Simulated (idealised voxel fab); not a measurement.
Process module under the name voxel wiring stack
Cross-section cut: width 230 nm, square cells of 5 nm.
How to read a cross-section here: the picture is a grid of square cells, written as bands going from the top down, and any band can span one or more rows of cells.
Within each band entry, the heights of the top and of the bottom of the band appear first, in that order and in nm; the materials of the band then follow from left to right, each with its corresponding width in nm. The designation "full width" on a single material indicates that it fills the band from edge to edge; the designation "empty" indicates empty space.
Beneath 0, the wafer as received is one material, and that level is where height counting begins. The lowest band goes on downward without a bottom; it is written like "top 0, no bottom".
Quick explanation for "30..40": the width changes in equal steps down the rows of cells, from the first number in the band's top row to the second number in its bottom row.
Reading "no modification" for a step: not a cell of the cross-section changed in it.
Closed empty spaces (no open way to the top) of 8 cells or more are what "Sealed-off cavities" lists, each as width x height at distance from the left edge, nm for all three.
It should be noted that, on the line of a given step, the content following the step's settings is a remark produced by the simulator itself with respect to that step.
What "overlay nm" on a step's line means: if the step has a mask, that mask lay this far to the right of its planned place, or, when the value is negative, to the left.
**Steps planned for the process**
1,RECEIVE (material Si)
2,CONFORMAL_DEP (material SiO2; thk nm 10)
3,DIRECTIONAL_DEP (material TiN; thk nm 5)
4,DIRECTIONAL_DEP (material W; thk nm 25)
5,MASKED_ETCH (tone cover; mask id METAL_1; width nm 25; pitch nm 40; etch materials W; depth nm 25; overlay nm -15)
6,MASKED_ETCH (tone cover; mask id METAL_1; width nm 25; pitch nm 40; etch materials TiN; depth nm 5; overlay nm 0)
7,CONFORMAL_DEP (material SiCN; thk nm 5)
8,FILL_DEP (material lowk; thk nm 10)
9,CMP (height nm 40)
10,CONFORMAL_DEP (material SiCN; thk nm 5)
11,DIRECTIONAL_DEP (material SiO2; thk nm 10)
12,PATTERN (tone open; mask id PLUG_1; material resist; width nm 15; thk nm 20; overlay nm 0)
13,DIRECTIONAL_ETCH (etch materials SiO2; depth nm 10)
14,DIRECTIONAL_ETCH (etch materials SiCN; depth nm 5)
15,STRIP (etch materials resist)
16,CONFORMAL_DEP (material TiN; thk nm 5)
17,FILL_DEP (material Ru; thk nm 5)
18,CMP (height nm 55)
19,CONFORMAL_DEP (material SiCN; thk nm 5)
20,DIRECTIONAL_DEP (material lowk; thk nm 25)
21,MASKED_ETCH (tone open; mask id METAL_2; width nm 25; pitch nm 40; etch materials lowk; depth nm 25; overlay nm 0)
22,MASKED_ETCH (tone open; mask id METAL_2; width nm 25; pitch nm 40; etch materials SiCN; depth nm 5; overlay nm 0)
23,CONFORMAL_DEP (material TiN; thk nm 5)
24,FILL_DEP (material Cu; thk nm 5)
25,CMP (height nm 85)
26,CONFORMAL_DEP (material SiCN; thk nm 5)
27,DIRECTIONAL_DEP (material lowk; thk nm 10)
28,MASKED_ETCH (tone open; mask id PLUG_2; width nm 15; etch materials lowk; depth nm 10; overlay nm 0)
29,MASKED_ETCH (tone open; mask id PLUG_2; width nm 15; etch materials SiCN; depth nm 5; overlay nm 0)
30,CONFORMAL_DEP (material TiN; thk nm 5)
31,FILL_DEP (material Cu; thk nm 5)
32,CMP (height nm 100)
33,DIRECTIONAL_DEP (material TiN; thk nm 5)
34,DIRECTIONAL_DEP (material W; thk nm 25)
35,DIRECTIONAL_DEP (material aC; thk nm 10)
36,PATTERN (tone cover; mask id METAL_3; material resist; width nm 25; pitch nm 40; thk nm 25; overlay nm 0)
37,DIRECTIONAL_ETCH (etch materials aC; depth nm 10)
38,STRIP (etch materials resist)
39,DIRECTIONAL_ETCH (etch materials W; depth nm 25)
40,DIRECTIONAL_ETCH (etch materials TiN; depth nm 5)
41,STRIP (etch materials aC)
42,FILL_DEP (material lowk; thk nm 10)
43,CMP (height nm 130)
44,CONFORMAL_DEP (material SiCN; thk nm 5)
45,DIRECTIONAL_DEP (material lowk; thk nm 10)
46,MASKED_ETCH (tone open; mask id PLUG_3; width nm 15; etch materials lowk; depth nm 10; overlay nm 0)
47,MASKED_ETCH (tone open; mask id PLUG_3; width nm 15; etch materials SiCN; depth nm 5; overlay nm 0)
48,CONFORMAL_DEP (material TiN; thk nm 5)
49,FILL_DEP (material W; thk nm 10)
50,CMP (height nm 145)
51,CONFORMAL_DEP (material SiN; thk nm 5)
52,DIRECTIONAL_DEP (material SiO2; thk nm 25)
53,MASKED_ETCH (tone open; mask id METAL_4; width nm 25; pitch nm 40; etch materials SiO2; depth nm 25; overlay nm 0)
54,MASKED_ETCH (tone open; mask id METAL_4; width nm 25; pitch nm 40; etch materials SiN; depth nm 5; overlay nm 0)
55,CONFORMAL_DEP (material TiN; thk nm 5)
56,FILL_DEP (material Ru; thk nm 10)
57,CMP (height nm 175)
58,EPI (material Ru; thk nm 5)
59,FILL_DEP (material SiCN; thk nm 5)
Wafer-to-wafer difference: overlay nm, step 5. Common start. Plan = first wafer's value.
**Here's the first of the wafers in cross-section, just as we got it, i.e. after step 1**
	top 0, no bottom = Si full width
	Sealed-off cavities: none
**Cross-section after step 59, the final step of the module, for the first of several wafers**
	top 185, bottom 180 = SiCN full width
	top 180, bottom 175 = SiCN=75  Ru=35  SiCN=5  Ru=35  SiCN=80
	top 175, bottom 150 = SiO2=80  TiN=5  Ru=15  TiN=5  SiO2=15  TiN=5  Ru=15  TiN=5  SiO2=85
	top 150, bottom 145 = SiN=80  TiN=25  SiN=15  TiN=25  SiN=85
	top 145, bottom 135 = lowk=80  TiN=5  W=5  TiN=5  lowk=135
	top 135, bottom 130 = SiCN=80  TiN=15  SiCN=135
	top 130, bottom 105 = lowk=80  W=25  lowk=15  W=25  lowk=85
	top 105, bottom 100 = lowk=80  TiN=25  lowk=15  TiN=25  lowk=85
	top 100, bottom 90 = lowk=80  TiN=5  Cu=5  TiN=5  lowk=135
	top 90, bottom 85 = SiCN=80  TiN=15  SiCN=135
	top 85, bottom 60 = lowk=80  TiN=5  Cu=15  TiN=5  lowk=15  TiN=5  Cu=15  TiN=5  lowk=85
	top 60, bottom 55 = SiCN=80  TiN=25  SiCN=15  TiN=25  SiCN=85
	top 55, bottom 45 = SiO2=80  TiN=5  Ru=5  TiN=5  SiO2=135
	top 45, bottom 40 = SiCN=80  TiN=15  SiCN=135
	top 40, bottom 20 = lowk=60  SiCN=5  W=25  SiCN=5  lowk=5  SiCN=5  W=25  SiCN=5  lowk=95
	top 20, bottom 15 = lowk=60  SiCN=5  W=25  SiCN=15  W=25  SiCN=20  lowk=80
	top 15, bottom 10 = SiCN=65  TiN=80  SiCN=85
	top 10, bottom 0 = SiO2 full width
	top 0, no bottom = Si full width
	Sealed-off cavities: none
**A cross-section through the last wafer at the close of the module**
	top 185, bottom 180 = SiCN full width
	top 180, bottom 175 = SiCN=75  Ru=35  SiCN=5  Ru=35  SiCN=80
	top 175, bottom 150 = SiO2=80  TiN=5  Ru=15  TiN=5  SiO2=15  TiN=5  Ru=15  TiN=5  SiO2=85
	top 150, bottom 145 = SiN=80  TiN=25  SiN=15  TiN=25  SiN=85
	top 145, bottom 135 = lowk=80  TiN=5  W=5  TiN=5  lowk=135
	top 135, bottom 130 = SiCN=80  TiN=15  SiCN=135
	top 130, bottom 105 = lowk=80  W=25  lowk=15  W=25  lowk=85
	top 105, bottom 100 = lowk=80  TiN=25  lowk=15  TiN=25  lowk=85
	top 100, bottom 90 = lowk=80  TiN=5  Cu=5  TiN=5  lowk=135
	top 90, bottom 85 = SiCN=80  TiN=15  SiCN=135
	top 85, bottom 60 = lowk=80  TiN=5  Cu=15  TiN=5  lowk=15  TiN=5  Cu=15  TiN=5  lowk=85
	top 60, bottom 55 = SiCN=80  TiN=25  SiCN=15  TiN=25  SiCN=85
	top 55, bottom 45 = SiO2=80  TiN=5  Ru=5  TiN=5  SiO2=135
	top 45, bottom 40 = SiCN=80  TiN=15  SiCN=135
	top 40, bottom 20 = lowk=90  SiCN=5  W=25  SiCN=5  lowk=5  SiCN=5  W=25  SiCN=5  lowk=65
	top 20, bottom 15 = lowk=75  SiCN=20  W=25  SiCN=15  W=25  SiCN=5  lowk=65
	top 15, bottom 10 = SiCN=80  TiN=80  SiCN=70
	top 10, bottom 0 = SiO2 full width
	top 0, no bottom = Si full width
	Sealed-off cavities: none
**Basically each wafer gets a line in the table, showing it at the end of the module: material by material, the cells it gained (+) or lost (-) since we got it, then its closed voids**
overlay nm -15; +32 Cu; +46 Ru; +297 SiCN; +36 SiN; +358 SiO2; +107 TiN; +102 W; +724 lowk; Sealed-off cavities: none
overlay nm -10; +32 Cu; +46 Ru; +298 SiCN; +36 SiN; +358 SiO2; +105 TiN; +102 W; +725 lowk; Sealed-off cavities: none
overlay nm -5; +32 Cu; +46 Ru; +299 SiCN; +36 SiN; +358 SiO2; +103 TiN; +102 W; +726 lowk; Sealed-off cavities: none
overlay nm 0; +32 Cu; +46 Ru; +299 SiCN; +36 SiN; +358 SiO2; +101 TiN; +102 W; +728 lowk; Sealed-off cavities: none
overlay nm 5; +32 Cu; +46 Ru; +299 SiCN; +36 SiN; +358 SiO2; +103 TiN; +102 W; +726 lowk; Sealed-off cavities: none
overlay nm 10; +32 Cu; +46 Ru; +298 SiCN; +36 SiN; +358 SiO2; +105 TiN; +102 W; +725 lowk; Sealed-off cavities: none
overlay nm 15; +32 Cu; +46 Ru; +297 SiCN; +36 SiN; +358 SiO2; +107 TiN; +102 W; +724 lowk; Sealed-off cavities: none
